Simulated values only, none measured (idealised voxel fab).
voxel fin reveal: a process module
Square cells of 5 nm make up the cross-section cut, whose width is 245 nm.
Reading order for cross-sections: top band down to bottom band. Underlying form: a grid of square cells. Band size: one or more rows of cells.
It is stipulated that each band's entry specify, in nanometres, the height of the top of the band and then that of its bottom, followed by the materials of the band in left-to-right sequence, each together with its width in nanometres. A single material marked by the word "throughout" is understood to fill the band from edge to edge; the word "blank" is understood to denote empty space.
Heights are reckoned from 0. Under this level, the received wafer is all of one material. The bottommost band is open-ended downward, for example "0 down".
The two numbers in a width such as "30->40" mark its ends across the band: the first belongs to the top row of cells, the second to the bottom row, and from each row to the next the width moves by the same amount.
Step marked "changes: none"? Then no cell in the cross-section changed in it.
Under "Enclosed void inventory" you'll find the enclosed gaps, the ones with no way out to the top, that are 8 cells or bigger; each reads width x height at distance, with distance counted from the left edge, everything in nm.
On a step's line, text after the settings is the simulator commenting on that step.
The optional step-line setting "overlay nm" applies to steps with a mask and quantifies how far to the right of its planned location the mask lay, a negative value indicating leftward placement.

**The following list gives the planned process steps**
1: RECEIVE [material Si]
2: CONFORMAL_DEP [material SiN] [thk nm 10]
3: DIRECTIONAL_DEP [material aC] [thk nm 15]
4: PATTERN [tone cover] [mask id FINS] [material resist] [width nm 15] [pitch nm 45] [thk nm 30] [overlay nm 0]
5: DIRECTIONAL_ETCH [etch materials aC] [depth nm 15]
6: STRIP [etch materials resist]
7: DIRECTIONAL_ETCH [etch materials SiN] [depth nm 10]
8: DIRECTIONAL_ETCH [etch materials Si] [depth nm 30]
9: STRIP [etch materials aC]
10: FILL_DEP [material SiO2] [thk nm 10]
11: CMP [height nm 10]
12: SELECTIVE_ETCH [etch materials SiO2] [depth nm 20]
13: STRIP [etch materials SiN]
14: CONFORMAL_DEP [material SiO2] [thk nm 5]

**First of two wafers - as planned**

**Cross-section of the wafer upon arrival, representing the state reached after step 1**
> 0 down: Si throughout
> Enclosed void inventory: none

**Cross-sectional representation of the wafer at the conclusion of step 2**
> 10 to 0: SiN throughout
> Under the height 0 nothing was changed.

**Cross-sectional representation of the wafer at the conclusion of step 3**
> 25 to 10: aC throughout
> Under the height 10 nothing was changed.

**Cross-sectional representation of the wafer at the conclusion of step 4**
> 55 to 25: 90 of blank | 15 of resist | 30 of blank | 15 of resist | 95 of blank
> Under the height 25 nothing was changed.

**Cross-sectional representation of the wafer at the conclusion of step 5**
> 40 to 25: 90 of blank | 15 of resist | 30 of blank | 15 of resist | 95 of blank
> 25 to 10: 90 of blank | 15 of aC | 30 of blank | 15 of aC | 95 of blank
> Under the height 10 nothing was changed.

**Cross-sectional representation of the wafer at the conclusion of step 6**
> 25 to 10: 90 of blank | 15 of aC | 30 of blank | 15 of aC | 95 of blank
> Under the height 10 nothing was changed.

**Cross-sectional representation of the wafer at the conclusion of step 7**
> 25 to 10: 90 of blank | 15 of aC | 30 of blank | 15 of aC | 95 of blank
> 10 to 0: 90 of blank | 15 of SiN | 30 of blank | 15 of SiN | 95 of blank
> Under the height 0 nothing was changed.

**Cross-sectional representation of the wafer at the conclusion of step 8**
> 25 to 10: 90 of blank | 15 of aC | 30 of blank | 15 of aC | 95 of blank
> 10 to 0: 90 of blank | 15 of SiN | 30 of blank | 15 of SiN | 95 of blank
> 0 to -30: 90 of blank | 15 of Si | 30 of blank | 15 of Si | 95 of blank
> Under the height -30 nothing was changed.

**Cross-sectional representation of the wafer at the conclusion of step 9**
> 10 to 0: 90 of blank | 15 of SiN | 30 of blank | 15 of SiN | 95 of blank
> Under the height 0 nothing was changed.

**Cross-sectional representation of the wafer at the conclusion of step 10**
> 20 to 10: SiO2 throughout
> 10 to 0: 90 of SiO2 | 15 of SiN | 30 of SiO2 | 15 of SiN | 95 of SiO2
> 0 to -30: 90 of SiO2 | 15 of Si | 30 of SiO2 | 15 of Si | 95 of SiO2
> Under the height -30 nothing was changed.

**Cross-sectional representation of the wafer at the conclusion of step 11**
> 10 to 0: 90 of SiO2 | 15 of SiN | 30 of SiO2 | 15 of SiN | 95 of SiO2
> Under the height 0 nothing was changed.

**Cross-sectional representation of the wafer at the conclusion of step 12**
> 10 to 0: 90 of blank | 15 of SiN | 30 of blank | 15 of SiN | 95 of blank
> 0 to -10: 90 of blank | 15 of Si | 30 of blank | 15 of Si | 95 of blank
> Under the height -10 nothing was changed.

**Cross-sectional representation of the wafer at the conclusion of step 13**
> 0 to -10: 90 of blank | 15 of Si | 30 of blank | 15 of Si | 95 of blank
> Under the height -10 nothing was changed.

**Cross-sectional representation of the wafer at the conclusion of step 14**
> 5 to 0: 85 of blank | 25 of SiO2 | 20 of blank | 25 of SiO2 | 90 of blank
> 0 to -5: 85 of blank | 5 of SiO2 | 15 of Si | 5 of SiO2 | 20 of blank | 5 of SiO2 | 15 of Si | 5 of SiO2 | 90 of blank
> -5 to -30: 90 of SiO2 | 15 of Si | 30 of SiO2 | 15 of Si | 95 of SiO2
> Under the height -30 nothing was changed.

**Regarding the second of the two wafers: it shared the first wafer's starting condition and process plan, yet one error occurred during its execution. Its history coincides with that of the first wafer up to and including step 3**

**Look at the second wafer in cross-section at the time step 4 ought to have finished**
> 55 to 25: 90 of blank | 20 of resist | 25 of blank | 20 of resist | 90 of blank
> Under the height 25 nothing was changed.

**Look at the second wafer in cross-section at the time step 5 ought to have finished**
> 40 to 25: 90 of blank | 20 of resist | 25 of blank | 20 of resist | 90 of blank
> 25 to 10: 90 of blank | 20 of aC | 25 of blank | 20 of aC | 90 of blank
> Under the height 10 nothing was changed.

**Look at the second wafer in cross-section at the time step 6 ought to have finished**
> 25 to 10: 90 of blank | 20 of aC | 25 of blank | 20 of aC | 90 of blank
> Under the height 10 nothing was changed.

**Look at the second wafer in cross-section at the time step 7 ought to have finished**
> 25 to 10: 90 of blank | 20 of aC | 25 of blank | 20 of aC | 90 of blank
> 10 to 0: 90 of blank | 20 of SiN | 25 of blank | 20 of SiN | 90 of blank
> Under the height 0 nothing was changed.

**Look at the second wafer in cross-section at the time step 8 ought to have finished**
> 25 to 10: 90 of blank | 20 of aC | 25 of blank | 20 of aC | 90 of blank
> 10 to 0: 90 of blank | 20 of SiN | 25 of blank | 20 of SiN | 90 of blank
> 0 to -30: 90 of blank | 20 of Si | 25 of blank | 20 of Si | 90 of blank
> Under the height -30 nothing was changed.

**Look at the second wafer in cross-section at the time step 9 ought to have finished**
> 10 to 0: 90 of blank | 20 of SiN | 25 of blank | 20 of SiN | 90 of blank
> Under the height 0 nothing was changed.

**Look at the second wafer in cross-section at the time step 10 ought to have finished**
> 20 to 10: SiO2 throughout
> 10 to 0: 90 of SiO2 | 20 of SiN | 25 of SiO2 | 20 of SiN | 90 of SiO2
> 0 to -30: 90 of SiO2 | 20 of Si | 25 of SiO2 | 20 of Si | 90 of SiO2
> Under the height -30 nothing was changed.

**Look at the second wafer in cross-section at the time step 11 ought to have finished**
> 10 to 0: 90 of SiO2 | 20 of SiN | 25 of SiO2 | 20 of SiN | 90 of SiO2
> Under the height 0 nothing was changed.

**Look at the second wafer in cross-section at the time step 12 ought to have finished**
> 10 to 0: 90 of blank | 20 of SiN | 25 of blank | 20 of SiN | 90 of blank
> 0 to -10: 90 of blank | 20 of Si | 25 of blank | 20 of Si | 90 of blank
> Under the height -10 nothing was changed.

**Look at the second wafer in cross-section at the time step 13 ought to have finished**
> 0 to -10: 90 of blank | 20 of Si | 25 of blank | 20 of Si | 90 of blank
> Under the height -10 nothing was changed.

**Look at the second wafer in cross-section at the time step 14 ought to have finished**
> 5 to 0: 85 of blank | 30 of SiO2 | 15 of blank | 30 of SiO2 | 85 of blank
> 0 to -5: 85 of blank | 5 of SiO2 | 20 of Si | 5 of SiO2 | 15 of blank | 5 of SiO2 | 20 of Si | 5 of SiO2 | 85 of blank
> -5 to -30: 90 of SiO2 | 20 of Si | 25 of SiO2 | 20 of Si | 90 of SiO2
> Under the height -30 nothing was changed.
Run error: step 4 was not run as planned; what actually ran was PATTERN [tone cover] [mask id FINS] [material resist] [width nm 20] [pitch nm 45] [thk nm 30] [overlay nm 0]
Wafer comparison, final, in cells, second relative to first, materials more or fewer: 12 more of Si | 8 fewer of SiO2
